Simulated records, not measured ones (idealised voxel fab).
Process module, titled voxel tone inversion
cross-section cut | 185 nm wide | cells 5 nm
The cross-sections in this document take the form of a grid made of square cells. They are written out as bands, in order from top to bottom. Each band consists of one or more rows of cells. Band: top height; bottom height; in nm. Then, left to right: material with width in nm, for each material. "edge to edge": a single material spanning edge to edge. "air": empty space. Beneath 0, the wafer as received is one material, and that level is where height counting begins. The lowest band goes on downward without a bottom; it is written like "0 nm and below". When a width is written as two numbers, as in "30..40", the first number is the width in the top row of cells of the band and the second is the width in its bottom row, and the width changes by the same amount from each row to the next. Where the words "left unchanged" appear for a step, the cross-section shows no cell changed by that step; every cell remained as before. "Completely enclosed voids" lists enclosed empty spaces (at least 8 cells, no open path upward to the top), each as width x height at distance from the left edge, in nm. Text after the settings on a step's line: the simulator's own remark on that step. overlay nm: step with mask; distance mask lay right of planned place; negative value = left of planned place.
### The planned process steps are enumerated hereunder
1. RECEIVE: material Si
2. CONFORMAL_DEP: material SiCN, thk nm 10
3. DIRECTIONAL_DEP: material aC, thk nm 15
4. PATTERN: tone cover, mask id POSTS, material resist, width nm 20, pitch nm 50, thk nm 20, overlay nm 0
5. DIRECTIONAL_ETCH: etch materials aC, depth nm 15
6. STRIP: etch materials resist
7. FILL_DEP: material lowk, thk nm 10
8. CMP: height nm 25
9. STRIP: etch materials aC
10. CONFORMAL_DEP: material TiN, thk nm 5
11. FILL_DEP: material W, thk nm 5
12. CMP: height nm 25
13. CONFORMAL_DEP: material SiCN, thk nm 5
### First of two wafers, processed according to plan
### As-received state of the wafer in cross-section, equivalent to post-step 1
  0 nm and below  Si edge to edge
  Completely enclosed voids: none
### Once step 2 is through, the wafer looks like this in cross-section
  10 nm to 0 nm  SiCN edge to edge
  Rest of section, below 0: as before.
### Once step 3 is through, the wafer looks like this in cross-section
  25 nm to 10 nm  aC edge to edge
  Rest of section, below 10: as before.
### Once step 4 is through, the wafer looks like this in cross-section
  45 nm to 25 nm  air=55  resist=20  air=30  resist=20  air=60
  Rest of section, below 25: as before.
### Once step 5 is through, the wafer looks like this in cross-section
  30 nm to 25 nm  air=55  resist=20  air=30  resist=20  air=60
  25 nm to 10 nm  air=55  aC=20  air=30  aC=20  air=60
  Rest of section, below 10: as before.
### Once step 6 is through, the wafer looks like this in cross-section
  25 nm to 10 nm  air=55  aC=20  air=30  aC=20  air=60
  Rest of section, below 10: as before.
### Once step 7 is through, the wafer looks like this in cross-section
  35 nm to 25 nm  lowk edge to edge
  25 nm to 10 nm  lowk=55  aC=20  lowk=30  aC=20  lowk=60
  Rest of section, below 10: as before.
### Once step 8 is through, the wafer looks like this in cross-section
  25 nm to 10 nm  lowk=55  aC=20  lowk=30  aC=20  lowk=60
  Rest of section, below 10: as before.
### Once step 9 is through, the wafer looks like this in cross-section
  25 nm to 10 nm  lowk=55  air=20  lowk=30  air=20  lowk=60
  Rest of section, below 10: as before.
### Once step 10 is through, the wafer looks like this in cross-section
  30 nm to 25 nm  TiN=60  air=10  TiN=40  air=10  TiN=65
  25 nm to 15 nm  lowk=55  TiN=5  air=10  TiN=5  lowk=30  TiN=5  air=10  TiN=5  lowk=60
  15 nm to 10 nm  lowk=55  TiN=20  lowk=30  TiN=20  lowk=60
  Rest of section, below 10: as before.
### Once step 11 is through, the wafer looks like this in cross-section
  35 nm to 30 nm  W edge to edge
  30 nm to 25 nm  TiN=60  W=10  TiN=40  W=10  TiN=65
  25 nm to 15 nm  lowk=55  TiN=5  W=10  TiN=5  lowk=30  TiN=5  W=10  TiN=5  lowk=60
  Rest of section, below 15: as before.
### Once step 12 is through, the wafer looks like this in cross-section
  25 nm to 15 nm  lowk=55  TiN=5  W=10  TiN=5  lowk=30  TiN=5  W=10  TiN=5  lowk=60
  Rest of section, below 15: as before.
### Once step 13 is through, the wafer looks like this in cross-section
  30 nm to 25 nm  SiCN edge to edge
  Rest of section, below 25: as before.
### Wafer two of the pair: same origin, same plan, one error during the run; identical to wafer one up to and including step 5
### Cross-sectional view of the second wafer at the intended end time of process step 6
  25 nm to 10 nm  air=55  aC=20  air=30  aC=20  air=60
  Rest of section, below 10: as before.
### Cross-sectional view of the second wafer at the intended end time of process step 7
  35 nm to 25 nm  lowk edge to edge
  25 nm to 10 nm  lowk=55  aC=20  lowk=30  aC=20  lowk=60
  Rest of section, below 10: as before.
### Cross-sectional view of the second wafer at the intended end time of process step 8
  25 nm to 10 nm  lowk=55  aC=20  lowk=30  aC=20  lowk=60
  Rest of section, below 10: as before.
### Cross-sectional view of the second wafer at the intended end time of process step 9
  25 nm to 10 nm  lowk=55  air=20  lowk=30  air=20  lowk=60
  Rest of section, below 10: as before.
### Cross-sectional view of the second wafer at the intended end time of process step 10
  30 nm to 25 nm  TiN=60  air=10  TiN=40  air=10  TiN=65
  25 nm to 15 nm  lowk=55  TiN=5  air=10  TiN=5  lowk=30  TiN=5  air=10  TiN=5  lowk=60
  15 nm to 10 nm  lowk=55  TiN=20  lowk=30  TiN=20  lowk=60
  Rest of section, below 10: as before.
### Cross-sectional view of the second wafer at the intended end time of process step 11
  35 nm to 30 nm  W edge to edge
  30 nm to 25 nm  TiN=60  W=10  TiN=40  W=10  TiN=65
  25 nm to 15 nm  lowk=55  TiN=5  W=10  TiN=5  lowk=30  TiN=5  W=10  TiN=5  lowk=60
  Rest of section, below 15: as before.
### Cross-sectional view of the second wafer at the intended end time of process step 12
  25 nm to 15 nm  lowk=55  TiN=5  W=10  TiN=5  lowk=30  TiN=5  W=10  TiN=5  lowk=60
  Rest of section, below 15: as before.
### Cross-sectional view of the second wafer at the intended end time of process step 13
  30 nm to 25 nm  SiCN edge to edge
  Rest of section, below 25: as before.
what went wrong: execution of plan step 6 occurred twice
The two wafers wind up with the same cross-section at the end, so whatever this model computes is the same despite the mistake.
